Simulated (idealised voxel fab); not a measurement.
process module | voxel gate over fins
cross-section cut | 240 nm wide | cells 5 nm
A cross-section is a grid of square cells, given in bands from the top down. A band is one or more rows of cells.
Each band's line starts with the height of the band's top and of its bottom, in nm. Then come its materials from left to right, each with its width in nm. One material with "throughout" fills the band from edge to edge. "air" is empty space.
Height 0 is the level under which the wafer as received is all one material. The lowest band goes on downwards, as in "0 down".
A width such as "30 to 40" changes by the same amount from each row of cells to the next, from the band's top row to its bottom row.
"no change" after a step means that no cell of the cross-section changed.
closed voids: empty space of 8 cells or more with no open way to the top, each as width x height at its distance from the left edge, in nm
after a step's settings: what the simulator itself notes on the step
overlay nm, on a step with a mask: how far to the right of its planned place the mask lay; to the left if negative
plan
1 op RECEIVE | material Si
2 op CONFORMAL_DEP | material SiN | thk nm 5
3 op PATTERN | tone cover | mask id FINS | material resist | width nm 15 | pitch nm 60 | thk nm 20 | overlay nm 0
4 op DIRECTIONAL_ETCH | etch materials SiN | depth nm 5
5 op DIRECTIONAL_ETCH | etch materials Si | depth nm 40
6 op STRIP | etch materials resist
7 op FILL_DEP | material SiO2 | thk nm 10
8 op CMP | height nm 5
9 op MASKED_ETCH | tone open | mask id RAIL | width nm 15 | etch materials SiO2 | depth nm 40 | overlay nm 0
10 op CONFORMAL_DEP | material TiN | thk nm 5
11 op FILL_DEP | material W | thk nm 10
12 op CMP | height nm 5
13 op SELECTIVE_ETCH | etch materials W Ru TiN | depth nm 30
14 op FILL_DEP | material SiO2 | thk nm 5
15 op CMP | height nm 5
16 op SELECTIVE_ETCH | etch materials SiO2 | depth nm 20
17 op STRIP | etch materials SiN
18 op CONFORMAL_DEP | material HfO2 | thk nm 5
19 op CONFORMAL_DEP | material TiN | thk nm 5
20 op FILL_DEP | material W | thk nm 10
21 op CMP | height nm 15
22 op CONFORMAL_DEP | material SiN | thk nm 10
as received, after step 1
  0 down: Si throughout
  closed voids: none
a wafer at the end: this start, this plan, one mistake
  25 to 15: SiN throughout
  15 to 10: W throughout
  10 to 5: W 10 | TiN 35 | W 25 | TiN 35 | W 25 | TiN 35 | W 25 | TiN 35 | W 15
  5 to 0: W 10 | TiN 5 | HfO2 25 | TiN 5 | W 25 | TiN 5 | HfO2 25 | TiN 5 | W 25 | TiN 5 | HfO2 25 | TiN 5 | W 25 | TiN 5 | HfO2 25 | TiN 5 | W 15
  0 to -15: W 10 | TiN 5 | HfO2 5 | Si 15 | HfO2 5 | TiN 5 | W 25 | TiN 5 | HfO2 5 | Si 15 | HfO2 5 | TiN 5 | W 25 | TiN 5 | HfO2 5 | Si 15 | HfO2 5 | TiN 5 | W 25 | TiN 5 | HfO2 5 | Si 15 | HfO2 5 | TiN 5 | W 15
  -15 to -20: W 10 | TiN 5 | HfO2 5 | Si 15 | HfO2 5 | TiN 35 | HfO2 5 | Si 15 | HfO2 5 | TiN 5 | W 25 | TiN 5 | HfO2 5 | Si 15 | HfO2 5 | TiN 5 | W 25 | TiN 5 | HfO2 5 | Si 15 | HfO2 5 | TiN 5 | W 15
  -20 to -25: W 10 | TiN 5 | HfO2 5 | Si 15 | HfO2 5 | TiN 5 | HfO2 25 | TiN 5 | HfO2 5 | Si 15 | HfO2 5 | TiN 5 | W 25 | TiN 5 | HfO2 5 | Si 15 | HfO2 5 | TiN 5 | W 25 | TiN 5 | HfO2 5 | Si 15 | HfO2 5 | TiN 5 | W 15
  -25 to -30: TiN 15 | HfO2 5 | Si 15 | HfO2 5 | TiN 5 | HfO2 5 | TiN 5 | W 5 | TiN 5 | HfO2 5 | TiN 5 | HfO2 5 | Si 15 | HfO2 5 | TiN 35 | HfO2 5 | Si 15 | HfO2 5 | TiN 35 | HfO2 5 | Si 15 | HfO2 5 | TiN 20
  -30 to -35: HfO2 20 | Si 15 | HfO2 15 | TiN 15 | HfO2 15 | Si 15 | HfO2 45 | Si 15 | HfO2 45 | Si 15 | HfO2 25
  -35 to -40: SiO2 20 | Si 15 | SiO2 45 | Si 15 | SiO2 45 | Si 15 | SiO2 45 | Si 15 | SiO2 25
  -40 down: Si throughout
  closed voids: none
what went wrong: step 16 was run twice
